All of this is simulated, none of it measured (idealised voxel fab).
process module | voxel spacer lines
cross-section cut | 210 nm wide | cells 5 nm
A cross-section is a grid of square cells, given in bands from the top down. A band is one or more rows of cells.
Each band's line starts with the height of the band's top and of its bottom, in nm. Then come its materials from left to right, each with its width in nm. One material with "throughout" fills the band from edge to edge. "air" is empty space.
Height 0 is the level under which the wafer as received is all one material. The lowest band goes on downwards, as in "0 down".
A width such as "30 to 40" changes by the same amount from each row of cells to the next, from the band's top row to its bottom row.
"no change" after a step means that no cell of the cross-section changed.
closed voids: empty space of 8 cells or more with no open way to the top, each as width x height at its distance from the left edge, in nm
after a step's settings: what the simulator itself notes on the step
overlay nm, on a step with a mask: how far to the right of its planned place the mask lay; to the left if negative
plan
1 op RECEIVE | material Si
2 op CONFORMAL_DEP | material Al2O3 | thk nm 5
3 op DIRECTIONAL_DEP | material polySi | thk nm 15
4 op DIRECTIONAL_DEP | material aC | thk nm 20
5 op PATTERN | tone cover | mask id MANDREL | material resist | width nm 15 | pitch nm 60 | thk nm 25 | overlay nm 0
6 op DIRECTIONAL_ETCH | etch materials aC | depth nm 20
7 op STRIP | etch materials resist
8 op CONFORMAL_DEP | material SiO2 | thk nm 15
9 op DIRECTIONAL_ETCH | etch materials SiO2 | depth nm 15
10 op STRIP | etch materials aC
11 op DIRECTIONAL_ETCH | etch materials polySi | depth nm 15
12 op STRIP | etch materials SiO2
13 op FILL_DEP | material SiO2 | thk nm 10
14 op CMP | height nm 20
first wafer, as planned
as received, after step 1
  0 down: Si throughout
  closed voids: none
after step 2
  5 to 0: Al2O3 throughout
  below 0: unchanged
after step 3
  20 to 5: polySi throughout
  below 5: unchanged
after step 4
  40 to 20: aC throughout
  below 20: unchanged
after step 5
  65 to 40: air 65 | resist 15 | air 45 | resist 15 | air 70
  below 40: unchanged
after step 6
  45 to 40: air 65 | resist 15 | air 45 | resist 15 | air 70
  40 to 20: air 65 | aC 15 | air 45 | aC 15 | air 70
  below 20: unchanged
after step 7
  40 to 20: air 65 | aC 15 | air 45 | aC 15 | air 70
  below 20: unchanged
after step 8
  55 to 40: air 50 | SiO2 45 | air 15 | SiO2 45 | air 55
  40 to 35: air 50 | SiO2 15 | aC 15 | SiO2 15 | air 15 | SiO2 15 | aC 15 | SiO2 15 | air 55
  35 to 20: SiO2 65 | aC 15 | SiO2 45 | aC 15 | SiO2 70
  below 20: unchanged
after step 9
  40 to 20: air 50 | SiO2 15 | aC 15 | SiO2 15 | air 15 | SiO2 15 | aC 15 | SiO2 15 | air 55
  below 20: unchanged
after step 10
  40 to 20: air 50 | SiO2 15 | air 15 | SiO2 15 | air 15 | SiO2 15 | air 15 | SiO2 15 | air 55
  below 20: unchanged
after step 11
  40 to 20: air 50 | SiO2 15 | air 15 | SiO2 15 | air 15 | SiO2 15 | air 15 | SiO2 15 | air 55
  20 to 5: air 50 | polySi 15 | air 15 | polySi 15 | air 15 | polySi 15 | air 15 | polySi 15 | air 55
  below 5: unchanged
after step 12
  20 to 5: air 50 | polySi 15 | air 15 | polySi 15 | air 15 | polySi 15 | air 15 | polySi 15 | air 55
  below 5: unchanged
after step 13
  30 to 20: SiO2 throughout
  20 to 5: SiO2 50 | polySi 15 | SiO2 15 | polySi 15 | SiO2 15 | polySi 15 | SiO2 15 | polySi 15 | SiO2 55
  below 5: unchanged
after step 14
  20 to 5: SiO2 50 | polySi 15 | SiO2 15 | polySi 15 | SiO2 15 | polySi 15 | SiO2 15 | polySi 15 | SiO2 55
  below 5: unchanged
second wafer: like start, like plan, one mistake. Through step 8 it matches the first wafer
when step 9 should have ended
  40 to 25: air 65 | aC 15 | air 45 | aC 15 | air 70
  25 to 20: air 50 | SiO2 15 | aC 15 | SiO2 15 | air 15 | SiO2 15 | aC 15 | SiO2 15 | air 55
  below 20: unchanged
when step 10 should have ended
  25 to 20: air 50 | SiO2 15 | air 15 | SiO2 15 | air 15 | SiO2 15 | air 15 | SiO2 15 | air 55
  below 20: unchanged
when step 11 should have ended
  25 to 20: air 50 | SiO2 15 | air 15 | SiO2 15 | air 15 | SiO2 15 | air 15 | SiO2 15 | air 55
  20 to 5: air 50 | polySi 15 | air 15 | polySi 15 | air 15 | polySi 15 | air 15 | polySi 15 | air 55
  below 5: unchanged
when step 12 should have ended
  20 to 5: air 50 | polySi 15 | air 15 | polySi 15 | air 15 | polySi 15 | air 15 | polySi 15 | air 55
  below 5: unchanged
when step 13 should have ended
  30 to 20: SiO2 throughout
  20 to 5: SiO2 50 | polySi 15 | SiO2 15 | polySi 15 | SiO2 15 | polySi 15 | SiO2 15 | polySi 15 | SiO2 55
  below 5: unchanged
when step 14 should have ended
  20 to 5: SiO2 50 | polySi 15 | SiO2 15 | polySi 15 | SiO2 15 | polySi 15 | SiO2 15 | polySi 15 | SiO2 55
  below 5: unchanged
what went wrong: step 9 was run twice
at the end the two cross-sections are the same: no effect in what this model computes
